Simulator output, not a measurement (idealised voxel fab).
Module name: voxel spacer lines (process module)
Section cut is 280 nm wide and gridded with 5 nm square cells.
In what follows, cross-sections appear as grids of square cells, described through bands that run from the top down, where every band is one or more rows of cells. Heights first: top, then bottom, in nm. Then materials, left to right, each with a width in nm. "full width" on a single material: fills the band edge to edge. "air": empty space. A quick word on heights: they are counted from 0, and under that level the wafer as it came to us is one material throughout. The lowest band is different from the rest in having no bottom; it simply continues downward, written as in "0 nm and below". The two numbers in a width such as "30->40" mark its ends across the band: the first belongs to the top row of cells, the second to the bottom row, and from each row to the next the width moves by the same amount. Basically "nothing was modified" means that step didn't change any cell in the cross-section. In "Enclosed void inventory" the enclosed voids are listed, meaning empty spaces of 8 cells or larger without any opening to the top. The form is width x height at distance, distance from the left edge, units nm. The remark found on a step's line after its settings is issued by the simulator itself and pertains to that step. overlay nm: where the mask lay relative to plan, measured to the right, on steps with a mask; negatives go left.

This section lists the process steps that were planned
1,RECEIVE with material Si
2,CONFORMAL_DEP with material Al2O3, thk nm 10
3,DIRECTIONAL_DEP with material SiN, thk nm 10
4,DIRECTIONAL_DEP with material aC, thk nm 20
5,PATTERN with tone cover, mask id MANDREL, material resist, width nm 25, pitch nm 70, thk nm 30, overlay nm 0
6,DIRECTIONAL_ETCH with etch materials aC, depth nm 20
7,STRIP with etch materials resist
8,CONFORMAL_DEP with material SiO2, thk nm 10
9,DIRECTIONAL_ETCH with etch materials SiO2, depth nm 10
10,STRIP with etch materials aC
11,DIRECTIONAL_ETCH with etch materials SiN, depth nm 10
12,STRIP with etch materials SiO2

Wafer at receipt (post step 1), cross-section
  0 nm and below = Si full width
  Enclosed void inventory: none

This is how the wafer looks in cross-section once the module is done, given the starting state and plan above and one mistake in carrying the plan out
  20 nm to 10 nm = air (50), then SiN (5), then air (25), then SiN (5), then air (35), then SiN (5), then air (25), then SiN (5), then air (35), then SiN (5), then air (25), then SiN (5), then air (55)
  10 nm to 0 nm = Al2O3 full width
  0 nm and below = Si full width
  Enclosed void inventory: none
Against the plan, the run slipped here: rather than as planned, step 8 actually ran as CONFORMAL_DEP with material SiO2, thk nm 5
